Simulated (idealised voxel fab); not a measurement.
The process module that follows is named voxel released beams.
Section shown: cut. Width: 280 nm. Cell size: 5 nm, square.
This document writes a cross-section as a grid whose cells are square, and gives it as bands, listed from the top down; one or more rows of cells form a band. Read a band's entry like this: the first values are the height of its top and the height of its bottom in nm, and what follows is the sequence of materials from left to right, each with its width in nm. Note that "blank" is empty space, and that a single material marked "all across" reaches across the band from edge to edge. The level at which height equals 0 is the one under which the wafer, as it arrives, is entirely one material. No lower edge exists for the bottom band, which continues downward and is notated as in "0 nm and below". The expression "30..40" gives the width at the extremes of the band, the first number at its top row of cells and the second at its bottom row, with the width changing by equal amounts from each row to the next in between. The cross-section has no changed cell in any step marked "same as before". Closed-off voids of 8+ cells (no open route to the top) go in "Sealed cavities", written width x height at distance from the left edge, in nm. Past the settings on a step's line: simulator remark, on that step. "overlay nm" denotes, for a step that has a mask, the displacement of the mask to the right of its planned place, with negative values corresponding to the left. Each of the pairs that make up the rest of this document says: here is the cross-section before one process step, here is the cross-section after it, drawn only down to the lowest band that changed, and here, under the pair, is the step lying between them with its settings. Different pairs may come from different runs of this module on the same starting wafer, so a pair continues from the pair above it only where its entry headed "Prior to processing" says so.
Prior to processing
    0 nm and below | Si all across
    Sealed cavities: none
Resulting Structure
    5 nm to 0 nm | SiN all across
    Below 0, no change.
    Sealed cavities: none
Name the step between the before and after sections above: CONFORMAL_DEP | material SiN | thk nm 5
Prior to processing: after-step cross-section of the pair just above applies.
Resulting Structure
    25 nm to 5 nm | SiO2 all across
    Below 5, no change.
    Sealed cavities: none
Name the step between the before and after sections above: DIRECTIONAL_DEP | material SiO2 | thk nm 20
Prior to processing: after-step cross-section of the pair just above applies.
Resulting Structure
    40 nm to 25 nm | resist 90  blank 30  resist 160
    Below 25, no change.
    Sealed cavities: none
Name the step between the before and after sections above: PATTERN | tone open | mask id ANCHOR | material resist | width nm 30 | thk nm 15 | overlay nm 0
Prior to processing: after-step cross-section of the pair just above applies.
Resulting Structure
    40 nm to 25 nm | resist 90  blank 30  resist 160
    25 nm to 5 nm | SiO2 90  blank 30  SiO2 160
    Below 5, no change.
    Sealed cavities: none
Name the step between the before and after sections above: DIRECTIONAL_ETCH | etch materials SiO2 | depth nm 20
Prior to processing: after-step cross-section of the pair just above applies.
Resulting Structure
    25 nm to 5 nm | SiO2 90  blank 30  SiO2 160
    Below 5, no change.
    Sealed cavities: none
Name the step between the before and after sections above: STRIP | etch materials resist
Prior to processing: after-step cross-section of the pair just above applies.
Resulting Structure
    35 nm to 25 nm | TiN 100  blank 10  TiN 170
    25 nm to 15 nm | SiO2 90  TiN 10  blank 10  TiN 10  SiO2 160
    15 nm to 5 nm | SiO2 90  TiN 30  SiO2 160
    Below 5, no change.
    Sealed cavities: none
Name the step between the before and after sections above: CONFORMAL_DEP | material TiN | thk nm 10
Prior to processing: after-step cross-section of the pair just above applies.
Resulting Structure
    45 nm to 35 nm | aC 100  blank 10  aC 170
    35 nm to 25 nm | TiN 100  blank 10  TiN 170
    25 nm to 15 nm | SiO2 90  TiN 10  aC 10  TiN 10  SiO2 160
    Below 15, no change.
    Sealed cavities: none
Name the step between the before and after sections above: DIRECTIONAL_DEP | material aC | thk nm 10
Prior to processing: after-step cross-section of the pair just above applies.
Resulting Structure
    75 nm to 45 nm | blank 85  resist 105  blank 90
    45 nm to 35 nm | aC 100  resist 10  aC 170
    35 nm to 25 nm | TiN 100  resist 10  TiN 170
    Below 25, no change.
    Sealed cavities: none
Name the step between the before and after sections above: PATTERN | tone cover | mask id BEAM | material resist | width nm 105 | thk nm 30 | overlay nm 0
Prior to processing: after-step cross-section of the pair just above applies.
Resulting Structure
    65 nm to 45 nm | blank 85  resist 105  blank 90
    45 nm to 35 nm | blank 85  aC 15  resist 10  aC 80  blank 90
    Below 35, no change.
    Sealed cavities: none
Name the step between the before and after sections above: DIRECTIONAL_ETCH | etch materials aC | depth nm 10
Prior to processing: after-step cross-section of the pair just above applies.
Resulting Structure
    45 nm to 35 nm | blank 85  aC 15  blank 10  aC 80  blank 90
    35 nm to 25 nm | TiN 100  blank 10  TiN 170
    Below 25, no change.
    Sealed cavities: none
Name the step between the before and after sections above: STRIP | etch materials resist
Prior to processing: after-step cross-section of the pair just above applies.
Resulting Structure
    45 nm to 35 nm | blank 85  aC 15  blank 10  aC 80  blank 90
    35 nm to 25 nm | blank 85  TiN 15  blank 10  TiN 80  blank 90
    Below 25, no change.
    Sealed cavities: none
Name the step between the before and after sections above: DIRECTIONAL_ETCH | etch materials TiN | depth nm 10
Prior to processing: after-step cross-section of the pair just above applies.
Resulting Structure
    35 nm to 25 nm | blank 85  TiN 15  blank 10  TiN 80  blank 90
    25 nm to 15 nm | SiO2 90  TiN 10  blank 10  TiN 10  SiO2 160
    Below 15, no change.
    Sealed cavities: none
Name the step between the before and after sections above: STRIP | etch materials aC
Prior to processing: after-step cross-section of the pair just above applies.
Resulting Structure
    35 nm to 25 nm | blank 85  TiN 15  blank 10  TiN 80  blank 90
    25 nm to 15 nm | blank 90  TiN 10  blank 10  TiN 10  blank 160
    15 nm to 5 nm | blank 90  TiN 30  blank 160
    Below 5, no change.
    Sealed cavities: none
Name the step between the before and after sections above: STRIP | etch materials SiO2
Prior to processing
    0 nm and below | Si all across
    Sealed cavities: none
Resulting Structure
    20 nm to 0 nm | SiO2 all across
    Below 0, no change.
    Sealed cavities: none
Name the step between the before and after sections above: DIRECTIONAL_DEP | material SiO2 | thk nm 20
Prior to processing: after-step cross-section of the pair just above applies.
Resulting Structure
    35 nm to 20 nm | resist 90  blank 30  resist 160
    Below 20, no change.
    Sealed cavities: none
Name the step between the before and after sections above: PATTERN | tone open | mask id ANCHOR | material resist | width nm 30 | thk nm 15 | overlay nm 0
Prior to processing: after-step cross-section of the pair just above applies.
Resulting Structure
    35 nm to 20 nm | resist 90  blank 30  resist 160
    20 nm to 0 nm | SiO2 90  blank 30  SiO2 160
    Below 0, no change.
    Sealed cavities: none
Name the step between the before and after sections above: DIRECTIONAL_ETCH | etch materials SiO2 | depth nm 20
Prior to processing: after-step cross-section of the pair just above applies.
Resulting Structure
    20 nm to 0 nm | SiO2 90  blank 30  SiO2 160
    Below 0, no change.
    Sealed cavities: none
Name the step between the before and after sections above: STRIP | etch materials resist
Prior to processing: after-step cross-section of the pair just above applies.
Resulting Structure
    30 nm to 20 nm | TiN 100  blank 10  TiN 170
    20 nm to 10 nm | SiO2 90  TiN 10  blank 10  TiN 10  SiO2 160
    10 nm to 0 nm | SiO2 90  TiN 30  SiO2 160
    Below 0, no change.
    Sealed cavities: none
Name the step between the before and after sections above: CONFORMAL_DEP | material TiN | thk nm 10
Prior to processing: after-step cross-section of the pair just above applies.
Resulting Structure
    40 nm to 30 nm | aC 100  blank 10  aC 170
    30 nm to 20 nm | TiN 100  blank 10  TiN 170
    20 nm to 10 nm | SiO2 90  TiN 10  aC 10  TiN 10  SiO2 160
    Below 10, no change.
    Sealed cavities: none
Name the step between the before and after sections above: DIRECTIONAL_DEP | material aC | thk nm 10
Prior to processing: after-step cross-section of the pair just above applies.
Resulting Structure
    70 nm to 40 nm | blank 85  resist 105  blank 90
    40 nm to 30 nm | aC 100  resist 10  aC 170
    30 nm to 20 nm | TiN 100  resist 10  TiN 170
    Below 20, no change.
    Sealed cavities: none
Name the step between the before and after sections above: PATTERN | tone cover | mask id BEAM | material resist | width nm 105 | thk nm 30 | overlay nm 0
Prior to processing: after-step cross-section of the pair just above applies.
Resulting Structure
    60 nm to 40 nm | blank 85  resist 105  blank 90
    40 nm to 30 nm | blank 85  aC 15  resist 10  aC 80  blank 90
    Below 30, no change.
    Sealed cavities: none
Name the step between the before and after sections above: DIRECTIONAL_ETCH | etch materials aC | depth nm 10
Prior to processing: after-step cross-section of the pair just above applies.
Resulting Structure
    40 nm to 30 nm | blank 85  aC 15  blank 10  aC 80  blank 90
    30 nm to 20 nm | TiN 100  blank 10  TiN 170
    Below 20, no change.
    Sealed cavities: none
Name the step between the before and after sections above: STRIP | etch materials resist
Prior to processing: after-step cross-section of the pair just above applies.
Resulting Structure
    40 nm to 30 nm | blank 85  aC 15  blank 10  aC 80  blank 90
    30 nm to 20 nm | blank 85  TiN 15  blank 10  TiN 80  blank 90
    Below 20, no change.
    Sealed cavities: none
Name the step between the before and after sections above: DIRECTIONAL_ETCH | etch materials TiN | depth nm 10
Prior to processing: after-step cross-section of the pair just above applies.
Resulting Structure
    30 nm to 20 nm | blank 85  TiN 15  blank 10  TiN 80  blank 90
    20 nm to 10 nm | SiO2 90  TiN 10  blank 10  TiN 10  SiO2 160
    Below 10, no change.
    Sealed cavities: none
Name the step between the before and after sections above: STRIP | etch materials aC
Prior to processing: after-step cross-section of the pair just above applies.
Resulting Structure
    30 nm to 20 nm | blank 85  TiN 15  blank 10  TiN 80  blank 90
    20 nm to 10 nm | blank 90  TiN 10  blank 10  TiN 10  blank 160
    10 nm to 0 nm | blank 90  TiN 30  blank 160
    Below 0, no change.
    Sealed cavities: none
Name the step between the before and after sections above: STRIP | etch materials SiO2
Prior to processing
    20 nm to 0 nm | SiO2 all across
    0 nm and below | Si all across
    Sealed cavities: none
Resulting Structure
    25 nm to 20 nm | SiN all across
    Below 20, no change.
    Sealed cavities: none
Name the step between the before and after sections above: CONFORMAL_DEP | material SiN | thk nm 5
Prior to processing: after-step cross-section of the pair just above applies.
Resulting Structure
    40 nm to 25 nm | resist 90  blank 30  resist 160
    Below 25, no change.
    Sealed cavities: none
Name the step between the before and after sections above: PATTERN | tone open | mask id ANCHOR | material resist | width nm 30 | thk nm 15 | overlay nm 0
Prior to processing: after-step cross-section of the pair just above applies.
Resulting Structure
    25 nm to 20 nm | SiN all across
    Below 20, no change.
    Sealed cavities: none
Name the step between the before and after sections above: STRIP | etch materials resist
Prior to processing: after-step cross-section of the pair just above applies.
Resulting Structure
    35 nm to 25 nm | TiN all across
    Below 25, no change.
    Sealed cavities: none
Name the step between the before and after sections above: CONFORMAL_DEP | material TiN | thk nm 10
Prior to processing: after-step cross-section of the pair just above applies.
Resulting Structure
    45 nm to 35 nm | aC all across
    Below 35, no change.
    Sealed cavities: none
Name the step between the before and after sections above: DIRECTIONAL_DEP | material aC | thk nm 10
Prior to processing: after-step cross-section of the pair just above applies.
Resulting Structure
    75 nm to 45 nm | blank 85  resist 105  blank 90
    Below 45, no change.
    Sealed cavities: none
Name the step between the before and after sections above: PATTERN | tone cover | mask id BEAM | material resist | width nm 105 | thk nm 30 | overlay nm 0
Prior to processing: after-step cross-section of the pair just above applies.
Resulting Structure
    65 nm to 45 nm | blank 85  resist 105  blank 90
    45 nm to 35 nm | blank 85  aC 105  blank 90
    Below 35, no change.
    Sealed cavities: none
Name the step between the before and after sections above: DIRECTIONAL_ETCH | etch materials aC | depth nm 10
Prior to processing: after-step cross-section of the pair just above applies.
Resulting Structure
    45 nm to 35 nm | blank 85  aC 105  blank 90
    Below 35, no change.
    Sealed cavities: none
Name the step between the before and after sections above: STRIP | etch materials resist
Prior to processing: after-step cross-section of the pair just above applies.
Resulting Structure
    45 nm to 35 nm | blank 85  aC 105  blank 90
    35 nm to 25 nm | blank 85  TiN 105  blank 90
    Below 25, no change.
    Sealed cavities: none
Name the step between the before and after sections above: DIRECTIONAL_ETCH | etch materials TiN | depth nm 10
Prior to processing: after-step cross-section of the pair just above applies.
Resulting Structure
    35 nm to 25 nm | blank 85  TiN 105  blank 90
    Below 25, no change.
    Sealed cavities: none
Name the step between the before and after sections above: STRIP | etch materials aC
Prior to processing
    25 nm to 5 nm | SiO2 90  blank 30  SiO2 160
    5 nm to 0 nm | SiN all across
    0 nm and below | Si all across
    Sealed cavities: none
Resulting Structure
    40 nm to 25 nm | TiN all across
    25 nm to 5 nm | SiO2 90  TiN 30  SiO2 160
    Below 5, no change.
    Sealed cavities: none
Name the step between the before and after sections above: CONFORMAL_DEP | material TiN | thk nm 15
Prior to processing: after-step cross-section of the pair just above applies.
Resulting Structure
    50 nm to 40 nm | aC all across
    Below 40, no change.
    Sealed cavities: none
Name the step between the before and after sections above: DIRECTIONAL_DEP | material aC | thk nm 10
Prior to processing: after-step cross-section of the pair just above applies.
Resulting Structure
    80 nm to 50 nm | blank 85  resist 105  blank 90
    Below 50, no change.
    Sealed cavities: none
Name the step between the before and after sections above: PATTERN | tone cover | mask id BEAM | material resist | width nm 105 | thk nm 30 | overlay nm 0
Prior to processing: after-step cross-section of the pair just above applies.
Resulting Structure
    70 nm to 50 nm | blank 85  resist 105  blank 90
    50 nm to 40 nm | blank 85  aC 105  blank 90
    Below 40, no change.
    Sealed cavities: none
Name the step between the before and after sections above: DIRECTIONAL_ETCH | etch materials aC | depth nm 10
Prior to processing: after-step cross-section of the pair just above applies.
Resulting Structure
    50 nm to 40 nm | blank 85  aC 105  blank 90
    Below 40, no change.
    Sealed cavities: none
Name the step between the before and after sections above: STRIP | etch materials resist
Prior to processing: after-step cross-section of the pair just above applies.
Resulting Structure
    50 nm to 40 nm | blank 85  aC 105  blank 90
    40 nm to 30 nm | blank 85  TiN 105  blank 90
    Below 30, no change.
    Sealed cavities: none
Name the step between the before and after sections above: DIRECTIONAL_ETCH | etch materials TiN | depth nm 10
Prior to processing: after-step cross-section of the pair just above applies.
Resulting Structure
    40 nm to 30 nm | blank 85  TiN 105  blank 90
    Below 30, no change.
    Sealed cavities: none
Name the step between the before and after sections above: STRIP | etch materials aC
Prior to processing
    25 nm to 5 nm | SiO2 all across
    5 nm to 0 nm | SiN all across
    0 nm and below | Si all across
    Sealed cavities: none
Resulting Structure
    40 nm to 25 nm | resist 95  blank 20  resist 165
    Below 25, no change.
    Sealed cavities: none
Name the step between the before and after sections above: PATTERN | tone open | mask id ANCHOR | material resist | width nm 20 | thk nm 15 | overlay nm 0
Prior to processing: after-step cross-section of the pair just above applies.
Resulting Structure
    40 nm to 25 nm | resist 95  blank 20  resist 165
    25 nm to 5 nm | SiO2 95  blank 20  SiO2 165
    Below 5, no change.
    Sealed cavities: none
Name the step between the before and after sections above: DIRECTIONAL_ETCH | etch materials SiO2 | depth nm 20
Prior to processing: after-step cross-section of the pair just above applies.
Resulting Structure
    25 nm to 5 nm | SiO2 95  blank 20  SiO2 165
    Below 5, no change.
    Sealed cavities: none
Name the step between the before and after sections above: STRIP | etch materials resist
Prior to processing: after-step cross-section of the pair just above applies.
Resulting Structure
    35 nm to 25 nm | TiN all across
    25 nm to 5 nm | SiO2 95  TiN 20  SiO2 165
    Below 5, no change.
    Sealed cavities: none
Name the step between the before and after sections above: CONFORMAL_DEP | material TiN | thk nm 10
Prior to processing: after-step cross-section of the pair just above applies.
Resulting Structure
    45 nm to 35 nm | aC all across
    Below 35, no change.
    Sealed cavities: none
Name the step between the before and after sections above: DIRECTIONAL_DEP | material aC | thk nm 10
Prior to processing: after-step cross-section of the pair just above applies.
Resulting Structure
    75 nm to 45 nm | blank 85  resist 105  blank 90
    Below 45, no change.
    Sealed cavities: none
Name the step between the before and after sections above: PATTERN | tone cover | mask id BEAM | material resist | width nm 105 | thk nm 30 | overlay nm 0
Prior to processing: after-step cross-section of the pair just above applies.
Resulting Structure
    65 nm to 45 nm | blank 85  resist 105  blank 90
    45 nm to 35 nm | blank 85  aC 105  blank 90
    Below 35, no change.
    Sealed cavities: none
Name the step between the before and after sections above: DIRECTIONAL_ETCH | etch materials aC | depth nm 10
Prior to processing: after-step cross-section of the pair just above applies.
Resulting Structure
    45 nm to 35 nm | blank 85  aC 105  blank 90
    Below 35, no change.
    Sealed cavities: none
Name the step between the before and after sections above: STRIP | etch materials resist
Prior to processing: after-step cross-section of the pair just above applies.
Resulting Structure
    45 nm to 35 nm | blank 85  aC 105  blank 90
    35 nm to 25 nm | blank 85  TiN 105  blank 90
    Below 25, no change.
    Sealed cavities: none
Name the step between the before and after sections above: DIRECTIONAL_ETCH | etch materials TiN | depth nm 10
Prior to processing: after-step cross-section of the pair just above applies.
Resulting Structure
    35 nm to 25 nm | blank 85  TiN 105  blank 90
    Below 25, no change.
    Sealed cavities: none
Name the step between the before and after sections above: STRIP | etch materials aC
Prior to processing: after-step cross-section of the pair just above applies.
Resulting Structure
    35 nm to 25 nm | blank 85  TiN 105  blank 90
    25 nm to 5 nm | blank 95  TiN 20  blank 165
    Below 5, no change.
    Sealed cavities: none
Name the step between the before and after sections above: STRIP | etch materials SiO2
Prior to processing
    25 nm to 5 nm | SiO2 all across
    5 nm to 0 nm | SiN all across
    0 nm and below | Si all across
    Sealed cavities: none
Resulting Structure
    40 nm to 25 nm | resist 100  blank 30  resist 150
    Below 25, no change.
    Sealed cavities: none
Name the step between the before and after sections above: PATTERN | tone open | mask id ANCHOR | material resist | width nm 30 | thk nm 15 | overlay nm 10
Prior to processing: after-step cross-section of the pair just above applies.
Resulting Structure
    40 nm to 25 nm | resist 100  blank 30  resist 150
    25 nm to 5 nm | SiO2 100  blank 30  SiO2 150
    Below 5, no change.
    Sealed cavities: none
Name the step between the before and after sections above: DIRECTIONAL_ETCH | etch materials SiO2 | depth nm 20
Prior to processing: after-step cross-section of the pair just above applies.
Resulting Structure
    25 nm to 5 nm | SiO2 100  blank 30  SiO2 150
    Below 5, no change.
    Sealed cavities: none
Name the step between the before and after sections above: STRIP | etch materials resist
Prior to processing: after-step cross-section of the pair just above applies.
Resulting Structure
    35 nm to 25 nm | TiN 110  blank 10  TiN 160
    25 nm to 15 nm | SiO2 100  TiN 10  blank 10  TiN 10  SiO2 150
    15 nm to 5 nm | SiO2 100  TiN 30  SiO2 150
    Below 5, no change.
    Sealed cavities: none
Name the step between the before and after sections above: CONFORMAL_DEP | material TiN | thk nm 10
Prior to processing: after-step cross-section of the pair just above applies.
Resulting Structure
    45 nm to 35 nm | aC 110  blank 10  aC 160
    35 nm to 25 nm | TiN 110  blank 10  TiN 160
    25 nm to 15 nm | SiO2 100  TiN 10  aC 10  TiN 10  SiO2 150
    Below 15, no change.
    Sealed cavities: none
Name the step between the before and after sections above: DIRECTIONAL_DEP | material aC | thk nm 10
Prior to processing: after-step cross-section of the pair just above applies.
Resulting Structure
    75 nm to 45 nm | blank 85  resist 105  blank 90
    45 nm to 35 nm | aC 110  resist 10  aC 160
    35 nm to 25 nm | TiN 110  resist 10  TiN 160
    Below 25, no change.
    Sealed cavities: none
Name the step between the before and after sections above: PATTERN | tone cover | mask id BEAM | material resist | width nm 105 | thk nm 30 | overlay nm 0
Prior to processing: after-step cross-section of the pair just above applies.
Resulting Structure
    65 nm to 45 nm | blank 85  resist 105  blank 90
    45 nm to 35 nm | blank 85  aC 25  resist 10  aC 70  blank 90
    Below 35, no change.
    Sealed cavities: none
Name the step between the before and after sections above: DIRECTIONAL_ETCH | etch materials aC | depth nm 10
Prior to processing: after-step cross-section of the pair just above applies.
Resulting Structure
    45 nm to 35 nm | blank 85  aC 25  blank 10  aC 70  blank 90
    35 nm to 25 nm | TiN 110  blank 10  TiN 160
    Below 25, no change.
    Sealed cavities: none
Name the step between the before and after sections above: STRIP | etch materials resist
Prior to processing: after-step cross-section of the pair just above applies.
Resulting Structure
    45 nm to 35 nm | blank 85  aC 25  blank 10  aC 70  blank 90
    35 nm to 25 nm | blank 85  TiN 25  blank 10  TiN 70  blank 90
    Below 25, no change.
    Sealed cavities: none
Name the step between the before and after sections above: DIRECTIONAL_ETCH | etch materials TiN | depth nm 10
Prior to processing: after-step cross-section of the pair just above applies.
Resulting Structure
    35 nm to 25 nm | blank 85  TiN 25  blank 10  TiN 70  blank 90
    25 nm to 15 nm | SiO2 100  TiN 10  blank 10  TiN 10  SiO2 150
    Below 15, no change.
    Sealed cavities: none
Name the step between the before and after sections above: STRIP | etch materials aC
Prior to processing: after-step cross-section of the pair just above applies.
Resulting Structure
    35 nm to 25 nm | blank 85  TiN 25  blank 10  TiN 70  blank 90
    25 nm to 15 nm | blank 100  TiN 10  blank 10  TiN 10  blank 150
    15 nm to 5 nm | blank 100  TiN 30  blank 150
    Below 5, no change.
    Sealed cavities: none
Name the step between the before and after sections above: STRIP | etch materials SiO2
Prior to processing
    35 nm to 25 nm | blank 85  TiN 15  blank 10  TiN 80  blank 90
    25 nm to 15 nm | SiO2 90  TiN 10  blank 10  TiN 10  SiO2 160
    15 nm to 5 nm | SiO2 90  TiN 30  SiO2 160
    5 nm to 0 nm | SiN all across
    0 nm and below | Si all across
    Sealed cavities: none
Resulting Structure
    25 nm to 5 nm | SiO2 90  blank 30  SiO2 160
    Below 5, no change.
    Sealed cavities: none
Name the step between the before and after sections above: STRIP | etch materials TiN
Prior to processing
    25 nm to 5 nm | SiO2 all across
    5 nm to 0 nm | SiN all across
    0 nm and below | Si all across
    Sealed cavities: none
Resulting Structure
    40 nm to 25 nm | blank 90  resist 30  blank 160
    Below 25, no change.
    Sealed cavities: none
Name the step between the before and after sections above: PATTERN | tone cover | mask id ANCHOR | material resist | width nm 30 | thk nm 15 | overlay nm 0
Prior to processing: after-step cross-section of the pair just above applies.
Resulting Structure
    40 nm to 25 nm | blank 90  resist 30  blank 160
    25 nm to 5 nm | blank 90  SiO2 30  blank 160
    Below 5, no change.
    Sealed cavities: none
Name the step between the before and after sections above: DIRECTIONAL_ETCH | etch materials SiO2 | depth nm 20
Prior to processing: after-step cross-section of the pair just above applies.
Resulting Structure
    25 nm to 5 nm | blank 90  SiO2 30  blank 160
    Below 5, no change.
    Sealed cavities: none
Name the step between the before and after sections above: STRIP | etch materials resist
Prior to processing: after-step cross-section of the pair just above applies.
Resulting Structure
    35 nm to 25 nm | blank 80  TiN 50  blank 150
    25 nm to 15 nm | blank 80  TiN 10  SiO2 30  TiN 10  blank 150
    15 nm to 5 nm | TiN 90  SiO2 30  TiN 160
    Below 5, no change.
    Sealed cavities: none
Name the step between the before and after sections above: CONFORMAL_DEP | material TiN | thk nm 10
Prior to processing: after-step cross-section of the pair just above applies.
Resulting Structure
    45 nm to 35 nm | blank 80  aC 50  blank 150
    35 nm to 25 nm | blank 80  TiN 50  blank 150
    25 nm to 15 nm | aC 80  TiN 10  SiO2 30  TiN 10  aC 150
    Below 15, no change.
    Sealed cavities: none
Name the step between the before and after sections above: DIRECTIONAL_DEP | material aC | thk nm 10
Prior to processing: after-step cross-section of the pair just above applies.
Resulting Structure
    75 nm to 45 nm | blank 85  resist 105  blank 90
    45 nm to 35 nm | blank 80  aC 50  resist 60  blank 90
    35 nm to 25 nm | blank 80  TiN 50  resist 60  blank 90
    Below 25, no change.
    Sealed cavities: none
Name the step between the before and after sections above: PATTERN | tone cover | mask id BEAM | material resist | width nm 105 | thk nm 30 | overlay nm 0
Prior to processing: after-step cross-section of the pair just above applies.
Resulting Structure
    65 nm to 45 nm | blank 85  resist 105  blank 90
    45 nm to 35 nm | blank 85  aC 45  resist 60  blank 90
    35 nm to 25 nm | blank 80  TiN 50  resist 60  blank 90
    25 nm to 15 nm | blank 80  TiN 10  SiO2 30  TiN 10  aC 60  blank 90
    Below 15, no change.
    Sealed cavities: none
Name the step between the before and after sections above: DIRECTIONAL_ETCH | etch materials aC | depth nm 10
Prior to processing: after-step cross-section of the pair just above applies.
Resulting Structure
    45 nm to 35 nm | blank 85  aC 45  blank 150
    35 nm to 25 nm | blank 80  TiN 50  blank 150
    Below 25, no change.
    Sealed cavities: none
Name the step between the before and after sections above: STRIP | etch materials resist
Prior to processing: after-step cross-section of the pair just above applies.
Resulting Structure
    45 nm to 35 nm | blank 85  aC 45  blank 150
    35 nm to 25 nm | blank 85  TiN 45  blank 150
    25 nm to 15 nm | blank 80  TiN 10  SiO2 30  TiN 10  aC 60  blank 90
    15 nm to 5 nm | blank 80  TiN 10  SiO2 30  TiN 70  blank 90
    Below 5, no change.
    Sealed cavities: none
Name the step between the before and after sections above: DIRECTIONAL_ETCH | etch materials TiN | depth nm 10
Prior to processing: after-step cross-section of the pair just above applies.
Resulting Structure
    35 nm to 25 nm | blank 85  TiN 45  blank 150
    25 nm to 15 nm | blank 80  TiN 10  SiO2 30  TiN 10  blank 150
    Below 15, no change.
    Sealed cavities: none
Name the step between the before and after sections above: STRIP | etch materials aC
